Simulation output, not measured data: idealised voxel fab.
This is a process module. Its name is voxel plated lines.
In the cross-section labelled cut, the width is 225 nm and each square cell is 5 nm.
The cross-sections in this document take the form of a grid made of square cells. They are written out as bands, in order from top to bottom. Each band consists of one or more rows of cells. Each band's line starts with the height of the band's top and of its bottom, in nm. Then come its materials from left to right, each with its width in nm. One material with "full width" fills the band from edge to edge. "blank" is empty space. Where do heights start? At 0: under that level the wafer as delivered is made of one material only. And the lowest band has no floor; it just carries on downward, as in "0 nm and below". A width such as "30 to 40" changes by the same amount from each row of cells to the next, from the band's top row to its bottom row. For the purposes of this document, the phrase "nothing changed" attached to a step denotes that no cell within the cross-section was modified by that step. Listed in "Closed void listing": every empty space of 8 or more cells without an open way to the top. Form: width x height at distance, the distance being from the left edge, all in nm. Post-settings text on a step line: simulator's own remark regarding the step. "overlay nm", when on a step's line for a step with a mask, measures how far to the right of its planned place the mask lay; a negative measure means to the left. Each pair below shows a cross-section before one step and the cross-section after it, down to the lowest band that changed. The line under each pair gives the step between them, with its settings. The pairs can come from different runs of this module on the same starting wafer, so a pair continues from the pair above only where its "Pre-step geometry" says so.
[Pre-step geometry]
	0 nm and below = Si full width
	Closed void listing: none
[Resulting Structure]
	10 nm to 0 nm = Al2O3 full width
	Beneath the level 0, the cross-section is identical to its previous state.
	Closed void listing: none
Applied between the two views above: CONFORMAL_DEP: material Al2O3, thk nm 10
Pre-step geometry: the pre-step structure is the one depicted after the step in the pair just above.
[Resulting Structure]
	15 nm to 10 nm = TiN full width
	Beneath the level 10, the cross-section is identical to its previous state.
	Closed void listing: none
Applied between the two views above: DIRECTIONAL_DEP: material TiN, thk nm 5
Pre-step geometry: the pre-step structure is the one depicted after the step in the pair just above.
[Resulting Structure]
	30 nm to 15 nm = resist (70) / blank (25) / resist (30) / blank (25) / resist (75)
	Beneath the level 15, the cross-section is identical to its previous state.
	Closed void listing: none
Applied between the two views above: PATTERN: tone open, mask id LINES, material resist, width nm 25, pitch nm 55, thk nm 15, overlay nm 0
Pre-step geometry: the pre-step structure is the one depicted after the step in the pair just above.
[Resulting Structure]
	30 nm to 25 nm = resist (70) / blank (25) / resist (30) / blank (25) / resist (75)
	25 nm to 15 nm = resist (70) / Ru (25) / resist (30) / Ru (25) / resist (75)
	Beneath the level 15, the cross-section is identical to its previous state.
	Closed void listing: none
Applied between the two views above: EPI: material Ru, thk nm 10
Pre-step geometry: the pre-step structure is the one depicted after the step in the pair just above.
[Resulting Structure]
	25 nm to 15 nm = blank (70) / Ru (25) / blank (30) / Ru (25) / blank (75)
	Beneath the level 15, the cross-section is identical to its previous state.
	Closed void listing: none
Applied between the two views above: STRIP: etch materials resist
Pre-step geometry: the pre-step structure is the one depicted after the step in the pair just above.
[Resulting Structure]
	25 nm to 15 nm = blank (70) / Ru (25) / blank (30) / Ru (25) / blank (75)
	15 nm to 10 nm = blank (70) / TiN (25) / blank (30) / TiN (25) / blank (75)
	Beneath the level 10, the cross-section is identical to its previous state.
	Closed void listing: none
Applied between the two views above: DIRECTIONAL_ETCH: etch materials TiN, depth nm 5
Pre-step geometry: the pre-step structure is the one depicted after the step in the pair just above.
[Resulting Structure]
	35 nm to 25 nm = blank (60) / SiO2 (45) / blank (10) / SiO2 (45) / blank (65)
	25 nm to 20 nm = blank (60) / SiO2 (10) / Ru (25) / SiO2 (10) / blank (10) / SiO2 (10) / Ru (25) / SiO2 (10) / blank (65)
	20 nm to 15 nm = SiO2 (70) / Ru (25) / SiO2 (30) / Ru (25) / SiO2 (75)
	15 nm to 10 nm = SiO2 (70) / TiN (25) / SiO2 (30) / TiN (25) / SiO2 (75)
	Beneath the level 10, the cross-section is identical to its previous state.
	Closed void listing: none
Applied between the two views above: CONFORMAL_DEP: material SiO2, thk nm 10
[Pre-step geometry]
	30 nm to 25 nm = resist (70) / blank (25) / resist (30) / blank (25) / resist (75)
	25 nm to 15 nm = resist (70) / Ru (25) / resist (30) / Ru (25) / resist (75)
	15 nm to 10 nm = TiN full width
	10 nm to 0 nm = Al2O3 full width
	0 nm and below = Si full width
	Closed void listing: none
[Resulting Structure]
	35 nm to 30 nm = blank (65) / Ru (35) / blank (20) / Ru (35) / blank (70)
	30 nm to 15 nm = resist (70) / Ru (25) / resist (30) / Ru (25) / resist (75)
	Beneath the level 15, the cross-section is identical to its previous state.
	Closed void listing: none
Applied between the two views above: EPI: material Ru, thk nm 10
Pre-step geometry: the pre-step structure is the one depicted after the step in the pair just above.
[Resulting Structure]
	35 nm to 30 nm = blank (65) / Ru (35) / blank (20) / Ru (35) / blank (70)
	30 nm to 15 nm = blank (70) / Ru (25) / blank (30) / Ru (25) / blank (75)
	Beneath the level 15, the cross-section is identical to its previous state.
	Closed void listing: none
Applied between the two views above: STRIP: etch materials resist
Pre-step geometry: the pre-step structure is the one depicted after the step in the pair just above.
[Resulting Structure]
	35 nm to 30 nm = blank (65) / Ru (35) / blank (20) / Ru (35) / blank (70)
	30 nm to 15 nm = blank (70) / Ru (25) / blank (30) / Ru (25) / blank (75)
	15 nm to 10 nm = blank (65) / TiN (35) / blank (20) / TiN (35) / blank (70)
	Beneath the level 10, the cross-section is identical to its previous state.
	Closed void listing: none
Applied between the two views above: DIRECTIONAL_ETCH: etch materials TiN, depth nm 5
Pre-step geometry: the pre-step structure is the one depicted after the step in the pair just above.
[Resulting Structure]
	45 nm to 35 nm = blank (55) / SiO2 (110) / blank (60)
	35 nm to 30 nm = blank (55) / SiO2 (10) / Ru (35) / SiO2 (20) / Ru (35) / SiO2 (10) / blank (60)
	30 nm to 20 nm = blank (55) / SiO2 (15) / Ru (25) / SiO2 (30) / Ru (25) / SiO2 (15) / blank (60)
	20 nm to 15 nm = SiO2 (70) / Ru (25) / SiO2 (30) / Ru (25) / SiO2 (75)
	15 nm to 10 nm = SiO2 (65) / TiN (35) / SiO2 (20) / TiN (35) / SiO2 (70)
	Beneath the level 10, the cross-section is identical to its previous state.
	Closed void listing: none
Applied between the two views above: CONFORMAL_DEP: material SiO2, thk nm 10
[Pre-step geometry]
	0 nm and below = Si full width
	Closed void listing: none
[Resulting Structure]
	5 nm to 0 nm = TiN full width
	Beneath the level 0, the cross-section is identical to its previous state.
	Closed void listing: none
Applied between the two views above: DIRECTIONAL_DEP: material TiN, thk nm 5
Pre-step geometry: the pre-step structure is the one depicted after the step in the pair just above.
[Resulting Structure]
	15 nm to 5 nm = Al2O3 full width
	Beneath the level 5, the cross-section is identical to its previous state.
	Closed void listing: none
Applied between the two views above: CONFORMAL_DEP: material Al2O3, thk nm 10
Pre-step geometry: the pre-step structure is the one depicted after the step in the pair just above.
[Resulting Structure]
	30 nm to 15 nm = resist (70) / blank (25) / resist (30) / blank (25) / resist (75)
	Beneath the level 15, the cross-section is identical to its previous state.
	Closed void listing: none
Applied between the two views above: PATTERN: tone open, mask id LINES, material resist, width nm 25, pitch nm 55, thk nm 15, overlay nm 0
Pre-step geometry: the pre-step structure is the one depicted after the step in the pair just above.
[Resulting Structure]
	15 nm to 5 nm = Al2O3 full width
	Beneath the level 5, the cross-section is identical to its previous state.
	Closed void listing: none
Applied between the two views above: STRIP: etch materials resist
Pre-step geometry: the pre-step structure is the one depicted after the step in the pair just above.
[Resulting Structure]
	25 nm to 15 nm = SiO2 full width
	Beneath the level 15, the cross-section is identical to its previous state.
	Closed void listing: none
Applied between the two views above: CONFORMAL_DEP: material SiO2, thk nm 10
[Pre-step geometry]
	25 nm to 15 nm = blank (70) / Ru (25) / blank (30) / Ru (25) / blank (75)
	15 nm to 10 nm = blank (70) / TiN (25) / blank (30) / TiN (25) / blank (75)
	10 nm to 0 nm = Al2O3 full width
	0 nm and below = Si full width
	Closed void listing: none
[Resulting Structure]
	30 nm to 25 nm = blank (65) / SiO2 (35) / blank (20) / SiO2 (35) / blank (70)
	25 nm to 15 nm = blank (65) / SiO2 (5) / Ru (25) / SiO2 (5) / blank (20) / SiO2 (5) / Ru (25) / SiO2 (5) / blank (70)
	15 nm to 10 nm = SiO2 (70) / TiN (25) / SiO2 (30) / TiN (25) / SiO2 (75)
	Beneath the level 10, the cross-section is identical to its previous state.
	Closed void listing: none
Applied between the two views above: CONFORMAL_DEP: material SiO2, thk nm 5
[Pre-step geometry]
	15 nm to 10 nm = TiN full width
	10 nm to 0 nm = Al2O3 full width
	0 nm and below = Si full width
	Closed void listing: none
[Resulting Structure]
	30 nm to 15 nm = resist (65) / blank (35) / resist (20) / blank (35) / resist (70)
	Beneath the level 15, the cross-section is identical to its previous state.
	Closed void listing: none
Applied between the two views above: PATTERN: tone open, mask id LINES, material resist, width nm 35, pitch nm 55, thk nm 15, overlay nm 0
Pre-step geometry: the pre-step structure is the one depicted after the step in the pair just above.
[Resulting Structure]
	30 nm to 25 nm = resist (65) / blank (35) / resist (20) / blank (35) / resist (70)
	25 nm to 15 nm = resist (65) / Ru (35) / resist (20) / Ru (35) / resist (70)
	Beneath the level 15, the cross-section is identical to its previous state.
	Closed void listing: none
Applied between the two views above: EPI: material Ru, thk nm 10
Pre-step geometry: the pre-step structure is the one depicted after the step in the pair just above.
[Resulting Structure]
	25 nm to 15 nm = blank (65) / Ru (35) / blank (20) / Ru (35) / blank (70)
	Beneath the level 15, the cross-section is identical to its previous state.
	Closed void listing: none
Applied between the two views above: STRIP: etch materials resist
Pre-step geometry: the pre-step structure is the one depicted after the step in the pair just above.
[Resulting Structure]
	25 nm to 15 nm = blank (65) / Ru (35) / blank (20) / Ru (35) / blank (70)
	15 nm to 10 nm = blank (65) / TiN (35) / blank (20) / TiN (35) / blank (70)
	Beneath the level 10, the cross-section is identical to its previous state.
	Closed void listing: none
Applied between the two views above: DIRECTIONAL_ETCH: etch materials TiN, depth nm 5
Pre-step geometry: the pre-step structure is the one depicted after the step in the pair just above.
[Resulting Structure]
	35 nm to 25 nm = blank (55) / SiO2 (110) / blank (60)
	25 nm to 20 nm = blank (55) / SiO2 (10) / Ru (35) / SiO2 (20) / Ru (35) / SiO2 (10) / blank (60)
	20 nm to 15 nm = SiO2 (65) / Ru (35) / SiO2 (20) / Ru (35) / SiO2 (70)
	15 nm to 10 nm = SiO2 (65) / TiN (35) / SiO2 (20) / TiN (35) / SiO2 (70)
	Beneath the level 10, the cross-section is identical to its previous state.
	Closed void listing: none
Applied between the two views above: CONFORMAL_DEP: material SiO2, thk nm 10
[Pre-step geometry]
	15 nm to 10 nm = TiN full width
	10 nm to 0 nm = Al2O3 full width
	0 nm and below = Si full width
	Closed void listing: none
[Resulting Structure]
	30 nm to 15 nm = resist (65) / blank (25) / resist (30) / blank (25) / resist (80)
	Beneath the level 15, the cross-section is identical to its previous state.
	Closed void listing: none
Applied between the two views above: PATTERN: tone open, mask id LINES, material resist, width nm 25, pitch nm 55, thk nm 15, overlay nm -5
Pre-step geometry: the pre-step structure is the one depicted after the step in the pair just above.
[Resulting Structure]
	30 nm to 25 nm = resist (65) / blank (25) / resist (30) / blank (25) / resist (80)
	25 nm to 15 nm = resist (65) / Ru (25) / resist (30) / Ru (25) / resist (80)
	Beneath the level 15, the cross-section is identical to its previous state.
	Closed void listing: none
Applied between the two views above: EPI: material Ru, thk nm 10
Pre-step geometry: the pre-step structure is the one depicted after the step in the pair just above.
[Resulting Structure]
	25 nm to 15 nm = blank (65) / Ru (25) / blank (30) / Ru (25) / blank (80)
	Beneath the level 15, the cross-section is identical to its previous state.
	Closed void listing: none
Applied between the two views above: STRIP: etch materials resist
Pre-step geometry: the pre-step structure is the one depicted after the step in the pair just above.
[Resulting Structure]
	25 nm to 15 nm = blank (65) / Ru (25) / blank (30) / Ru (25) / blank (80)
	15 nm to 10 nm = blank (65) / TiN (25) / blank (30) / TiN (25) / blank (80)
	Beneath the level 10, the cross-section is identical to its previous state.
	Closed void listing: none
Applied between the two views above: DIRECTIONAL_ETCH: etch materials TiN, depth nm 5
Pre-step geometry: the pre-step structure is the one depicted after the step in the pair just above.
[Resulting Structure]
	35 nm to 25 nm = blank (55) / SiO2 (45) / blank (10) / SiO2 (45) / blank (70)
	25 nm to 20 nm = blank (55) / SiO2 (10) / Ru (25) / SiO2 (10) / blank (10) / SiO2 (10) / Ru (25) / SiO2 (10) / blank (70)
	20 nm to 15 nm = SiO2 (65) / Ru (25) / SiO2 (30) / Ru (25) / SiO2 (80)
	15 nm to 10 nm = SiO2 (65) / TiN (25) / SiO2 (30) / TiN (25) / SiO2 (80)
	Beneath the level 10, the cross-section is identical to its previous state.
	Closed void listing: none
Applied between the two views above: CONFORMAL_DEP: material SiO2, thk nm 10
[Pre-step geometry]
	0 nm and below = Si full width
	Closed void listing: none
[Resulting Structure]
	10 nm to 0 nm = Ru full width
	Beneath the level 0, the cross-section is identical to its previous state.
	Closed void listing: none
Applied between the two views above: CONFORMAL_DEP: material Ru, thk nm 10
Pre-step geometry: the pre-step structure is the one depicted after the step in the pair just above.
[Resulting Structure]
	15 nm to 10 nm = TiN full width
	Beneath the level 10, the cross-section is identical to its previous state.
	Closed void listing: none
Applied between the two views above: DIRECTIONAL_DEP: material TiN, thk nm 5
Pre-step geometry: the pre-step structure is the one depicted after the step in the pair just above.
[Resulting Structure]
	30 nm to 15 nm = resist (70) / blank (25) / resist (30) / blank (25) / resist (75)
	Beneath the level 15, the cross-section is identical to its previous state.
	Closed void listing: none
Applied between the two views above: PATTERN: tone open, mask id LINES, material resist, width nm 25, pitch nm 55, thk nm 15, overlay nm 0
Pre-step geometry: the pre-step structure is the one depicted after the step in the pair just above.
[Resulting Structure]
	30 nm to 25 nm = resist (70) / blank (25) / resist (30) / blank (25) / resist (75)
	25 nm to 15 nm = resist (70) / Ru (25) / resist (30) / Ru (25) / resist (75)
	Beneath the level 15, the cross-section is identical to its previous state.
	Closed void listing: none
Applied between the two views above: EPI: material Ru, thk nm 10
Pre-step geometry: the pre-step structure is the one depicted after the step in the pair just above.
[Resulting Structure]
	25 nm to 15 nm = blank (70) / Ru (25) / blank (30) / Ru (25) / blank (75)
	Beneath the level 15, the cross-section is identical to its previous state.
	Closed void listing: none
Applied between the two views above: STRIP: etch materials resist
Pre-step geometry: the pre-step structure is the one depicted after the step in the pair just above.
[Resulting Structure]
	25 nm to 15 nm = blank (70) / Ru (25) / blank (30) / Ru (25) / blank (75)
	15 nm to 10 nm = blank (70) / TiN (25) / blank (30) / TiN (25) / blank (75)
	Beneath the level 10, the cross-section is identical to its previous state.
	Closed void listing: none
Applied between the two views above: DIRECTIONAL_ETCH: etch materials TiN, depth nm 5
Pre-step geometry: the pre-step structure is the one depicted after the step in the pair just above.
[Resulting Structure]
	35 nm to 25 nm = blank (60) / SiO2 (45) / blank (10) / SiO2 (45) / blank (65)
	25 nm to 20 nm = blank (60) / SiO2 (10) / Ru (25) / SiO2 (10) / blank (10) / SiO2 (10) / Ru (25) / SiO2 (10) / blank (65)
	20 nm to 15 nm = SiO2 (70) / Ru (25) / SiO2 (30) / Ru (25) / SiO2 (75)
	15 nm to 10 nm = SiO2 (70) / TiN (25) / SiO2 (30) / TiN (25) / SiO2 (75)
	Beneath the level 10, the cross-section is identical to its previous state.
	Closed void listing: none
Applied between the two views above: CONFORMAL_DEP: material SiO2, thk nm 10
[Pre-step geometry]
	15 nm to 10 nm = TiN full width
	10 nm to 0 nm = Al2O3 full width
	0 nm and below = Si full width
	Closed void listing: none
[Resulting Structure]
	30 nm to 15 nm = blank (70) / resist (25) / blank (30) / resist (25) / blank (75)
	Beneath the level 15, the cross-section is identical to its previous state.
	Closed void listing: none
Applied between the two views above: PATTERN: tone cover, mask id LINES, material resist, width nm 25, pitch nm 55, thk nm 15, overlay nm 0
Pre-step geometry: the pre-step structure is the one depicted after the step in the pair just above.
[Resulting Structure]
	30 nm to 25 nm = blank (70) / resist (25) / blank (30) / resist (25) / blank (75)
	25 nm to 15 nm = Ru (70) / resist (25) / Ru (30) / resist (25) / Ru (75)
	Beneath the level 15, the cross-section is identical to its previous state.
	Closed void listing: none
Applied between the two views above: EPI: material Ru, thk nm 10
Pre-step geometry: the pre-step structure is the one depicted after the step in the pair just above.
[Resulting Structure]
	25 nm to 15 nm = Ru (70) / blank (25) / Ru (30) / blank (25) / Ru (75)
	Beneath the level 15, the cross-section is identical to its previous state.
	Closed void listing: none
Applied between the two views above: STRIP: etch materials resist
Pre-step geometry: the pre-step structure is the one depicted after the step in the pair just above.
[Resulting Structure]
	25 nm to 15 nm = Ru (70) / blank (25) / Ru (30) / blank (25) / Ru (75)
	15 nm to 10 nm = TiN (70) / blank (25) / TiN (30) / blank (25) / TiN (75)
	Beneath the level 10, the cross-section is identical to its previous state.
	Closed void listing: none
Applied between the two views above: DIRECTIONAL_ETCH: etch materials TiN, depth nm 5
Pre-step geometry: the pre-step structure is the one depicted after the step in the pair just above.
[Resulting Structure]
	35 nm to 25 nm = SiO2 (80) / blank (5) / SiO2 (50) / blank (5) / SiO2 (85)
	25 nm to 20 nm = Ru (70) / SiO2 (10) / blank (5) / SiO2 (10) / Ru (30) / SiO2 (10) / blank (5) / SiO2 (10) / Ru (75)
	20 nm to 15 nm = Ru (70) / SiO2 (25) / Ru (30) / SiO2 (25) / Ru (75)
	15 nm to 10 nm = TiN (70) / SiO2 (25) / TiN (30) / SiO2 (25) / TiN (75)
	Beneath the level 10, the cross-section is identical to its previous state.
	Closed void listing: none
Applied between the two views above: CONFORMAL_DEP: material SiO2, thk nm 10
